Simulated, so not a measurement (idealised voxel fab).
Process module under the name voxel air gaps
Cross-section cut: width 165 nm, square cells of 5 nm.
Notation: cross-section as square-cell grid; stated in bands, top first, going down; one or more cell rows per band. Look at the band entry: it leads with the top's height and the bottom's height in nm. Then it lists the materials left to right, with a width in nm for each. The word "everywhere" on a single material says that material fills the band edge to edge. The word "blank" is empty space. Beneath 0, the wafer as received is one material, and that level is where height counting begins. The lowest band goes on downward without a bottom; it is written like "0 down". The notation "30 to 40" denotes a width that varies across the rows of cells in the band, beginning at the first number in the top row, finishing at the second number in the bottom row, and changing by an identical amount from each row to the next. A step reported as "nothing changed" is a step in which no cell of the cross-section changed. Enclosed internal cavities: empty space of 8 cells or more with no open way to the top, each as width x height at its distance from the left edge, in nm. Where a step's line continues beyond its settings, the continuation is a remark by the simulator itself on that step. If you see "overlay nm" on a step's line and that step has a mask, it's telling you how far right of where it was planned the mask ended up; a negative number means it went left instead.

-- List of planned process steps
1. op RECEIVE | material Si
2. op CONFORMAL_DEP | material SiO2 | thk nm 10
3. op CONFORMAL_DEP | material SiN | thk nm 5
4. op DIRECTIONAL_DEP | material lowk | thk nm 35
5. op PATTERN | tone open | mask id LINES | material resist | width nm 15 | pitch nm 40 | thk nm 15 | overlay nm 0
6. op DIRECTIONAL_ETCH | etch materials lowk | depth nm 35
7. op STRIP | etch materials resist
8. op CONFORMAL_DEP | material TiN | thk nm 5
9. op FILL_DEP | material W | thk nm 5
10. op CMP | height nm 50
11. op EPI | material Ru | thk nm 10
12. op SELECTIVE_ETCH | etch materials lowk | depth nm 45
13. op CONFORMAL_DEP | material SiCN | thk nm 5

-- Wafer, first of two, run as planned

-- This is the cross-section of the wafer as we received it, i.e. after step 1
    0 down: Si everywhere
    Enclosed internal cavities: none

-- The following cross-section depicts the wafer upon completion of step 2
    10 to 0: SiO2 everywhere
    Everything below 0 is unchanged.

-- The following cross-section depicts the wafer upon completion of step 3
    15 to 10: SiN everywhere
    Everything below 10 is unchanged.

-- The following cross-section depicts the wafer upon completion of step 4
    50 to 15: lowk everywhere
    Everything below 15 is unchanged.

-- The following cross-section depicts the wafer upon completion of step 5
    65 to 50: 35 of resist / 15 of blank / 25 of resist / 15 of blank / 25 of resist / 15 of blank / 35 of resist
    Everything below 50 is unchanged.

-- The following cross-section depicts the wafer upon completion of step 6
    65 to 50: 35 of resist / 15 of blank / 25 of resist / 15 of blank / 25 of resist / 15 of blank / 35 of resist
    50 to 15: 35 of lowk / 15 of blank / 25 of lowk / 15 of blank / 25 of lowk / 15 of blank / 35 of lowk
    Everything below 15 is unchanged.

-- The following cross-section depicts the wafer upon completion of step 7
    50 to 15: 35 of lowk / 15 of blank / 25 of lowk / 15 of blank / 25 of lowk / 15 of blank / 35 of lowk
    Everything below 15 is unchanged.

-- The following cross-section depicts the wafer upon completion of step 8
    55 to 50: 40 of TiN / 5 of blank / 35 of TiN / 5 of blank / 35 of TiN / 5 of blank / 40 of TiN
    50 to 20: 35 of lowk / 5 of TiN / 5 of blank / 5 of TiN / 25 of lowk / 5 of TiN / 5 of blank / 5 of TiN / 25 of lowk / 5 of TiN / 5 of blank / 5 of TiN / 35 of lowk
    20 to 15: 35 of lowk / 15 of TiN / 25 of lowk / 15 of TiN / 25 of lowk / 15 of TiN / 35 of lowk
    Everything below 15 is unchanged.

-- The following cross-section depicts the wafer upon completion of step 9
    60 to 55: W everywhere
    55 to 50: 40 of TiN / 5 of W / 35 of TiN / 5 of W / 35 of TiN / 5 of W / 40 of TiN
    50 to 20: 35 of lowk / 5 of TiN / 5 of W / 5 of TiN / 25 of lowk / 5 of TiN / 5 of W / 5 of TiN / 25 of lowk / 5 of TiN / 5 of W / 5 of TiN / 35 of lowk
    Everything below 20 is unchanged.

-- The following cross-section depicts the wafer upon completion of step 10
    50 to 20: 35 of lowk / 5 of TiN / 5 of W / 5 of TiN / 25 of lowk / 5 of TiN / 5 of W / 5 of TiN / 25 of lowk / 5 of TiN / 5 of W / 5 of TiN / 35 of lowk
    Everything below 20 is unchanged.

-- The following cross-section depicts the wafer upon completion of step 11
    60 to 50: 25 of blank / 35 of Ru / 5 of blank / 35 of Ru / 5 of blank / 35 of Ru / 25 of blank
    Everything below 50 is unchanged.

-- The following cross-section depicts the wafer upon completion of step 12
    60 to 50: 25 of blank / 35 of Ru / 5 of blank / 35 of Ru / 5 of blank / 35 of Ru / 25 of blank
    50 to 20: 35 of blank / 5 of TiN / 5 of W / 5 of TiN / 25 of blank / 5 of TiN / 5 of W / 5 of TiN / 25 of blank / 5 of TiN / 5 of W / 5 of TiN / 35 of blank
    20 to 15: 35 of blank / 15 of TiN / 25 of blank / 15 of TiN / 25 of blank / 15 of TiN / 35 of blank
    Everything below 15 is unchanged.

-- The following cross-section depicts the wafer upon completion of step 13
    65 to 60: 20 of blank / 125 of SiCN / 20 of blank
    60 to 50: 20 of blank / 5 of SiCN / 35 of Ru / 5 of SiCN / 35 of Ru / 5 of SiCN / 35 of Ru / 5 of SiCN / 20 of blank
    50 to 45: 20 of blank / 15 of SiCN / 5 of TiN / 5 of W / 5 of TiN / 25 of SiCN / 5 of TiN / 5 of W / 5 of TiN / 25 of SiCN / 5 of TiN / 5 of W / 5 of TiN / 15 of SiCN / 20 of blank
    45 to 20: 30 of blank / 5 of SiCN / 5 of TiN / 5 of W / 5 of TiN / 5 of SiCN / 15 of blank / 5 of SiCN / 5 of TiN / 5 of W / 5 of TiN / 5 of SiCN / 15 of blank / 5 of SiCN / 5 of TiN / 5 of W / 5 of TiN / 5 of SiCN / 30 of blank
    20 to 15: 35 of SiCN / 15 of TiN / 25 of SiCN / 15 of TiN / 25 of SiCN / 15 of TiN / 35 of SiCN
    Everything below 15 is unchanged.
    Enclosed internal cavities: 15 x 25 at 55; 15 x 25 at 95

-- The second wafer: identical to the first at the outset and in its planned sequence, differing only in that one mistake was made during processing; up to and including step 2, its path is the first wafer's path

The second wafer cut through, at the time step 3 was supposed to be finished: nothing changed

-- The second wafer cut through, at the time step 4 was supposed to be finished
    45 to 10: lowk everywhere
    Everything below 10 is unchanged.

-- The second wafer cut through, at the time step 5 was supposed to be finished
    60 to 45: 35 of resist / 15 of blank / 25 of resist / 15 of blank / 25 of resist / 15 of blank / 35 of resist
    Everything below 45 is unchanged.

-- The second wafer cut through, at the time step 6 was supposed to be finished
    60 to 45: 35 of resist / 15 of blank / 25 of resist / 15 of blank / 25 of resist / 15 of blank / 35 of resist
    45 to 10: 35 of lowk / 15 of blank / 25 of lowk / 15 of blank / 25 of lowk / 15 of blank / 35 of lowk
    Everything below 10 is unchanged.

-- The second wafer cut through, at the time step 7 was supposed to be finished
    45 to 10: 35 of lowk / 15 of blank / 25 of lowk / 15 of blank / 25 of lowk / 15 of blank / 35 of lowk
    Everything below 10 is unchanged.

-- The second wafer cut through, at the time step 8 was supposed to be finished
    50 to 45: 40 of TiN / 5 of blank / 35 of TiN / 5 of blank / 35 of TiN / 5 of blank / 40 of TiN
    45 to 15: 35 of lowk / 5 of TiN / 5 of blank / 5 of TiN / 25 of lowk / 5 of TiN / 5 of blank / 5 of TiN / 25 of lowk / 5 of TiN / 5 of blank / 5 of TiN / 35 of lowk
    15 to 10: 35 of lowk / 15 of TiN / 25 of lowk / 15 of TiN / 25 of lowk / 15 of TiN / 35 of lowk
    Everything below 10 is unchanged.

-- The second wafer cut through, at the time step 9 was supposed to be finished
    55 to 50: W everywhere
    50 to 45: 40 of TiN / 5 of W / 35 of TiN / 5 of W / 35 of TiN / 5 of W / 40 of TiN
    45 to 15: 35 of lowk / 5 of TiN / 5 of W / 5 of TiN / 25 of lowk / 5 of TiN / 5 of W / 5 of TiN / 25 of lowk / 5 of TiN / 5 of W / 5 of TiN / 35 of lowk
    Everything below 15 is unchanged.

-- The second wafer cut through, at the time step 10 was supposed to be finished
    50 to 45: 40 of TiN / 5 of W / 35 of TiN / 5 of W / 35 of TiN / 5 of W / 40 of TiN
    Everything below 45 is unchanged.

-- The second wafer cut through, at the time step 11 was supposed to be finished
    60 to 50: Ru everywhere
    Everything below 50 is unchanged.

The second wafer cut through, at the time step 12 was supposed to be finished: nothing changed

-- The second wafer cut through, at the time step 13 was supposed to be finished
    65 to 60: SiCN everywhere
    Everything below 60 is unchanged.
Diagnosis: the run left out plan step 3 entirely, so it was never executed
Upon completion, the second wafer contains, in terms of cells, a greater or smaller amount of certain materials than the first wafer: Ru: 24 more, SiCN: 70 fewer, SiN: 33 fewer, TiN: 30 more, W: 3 more, lowk: 168 more
So at the end we're looking at 2 closed voids on the first wafer and 0 on the second.
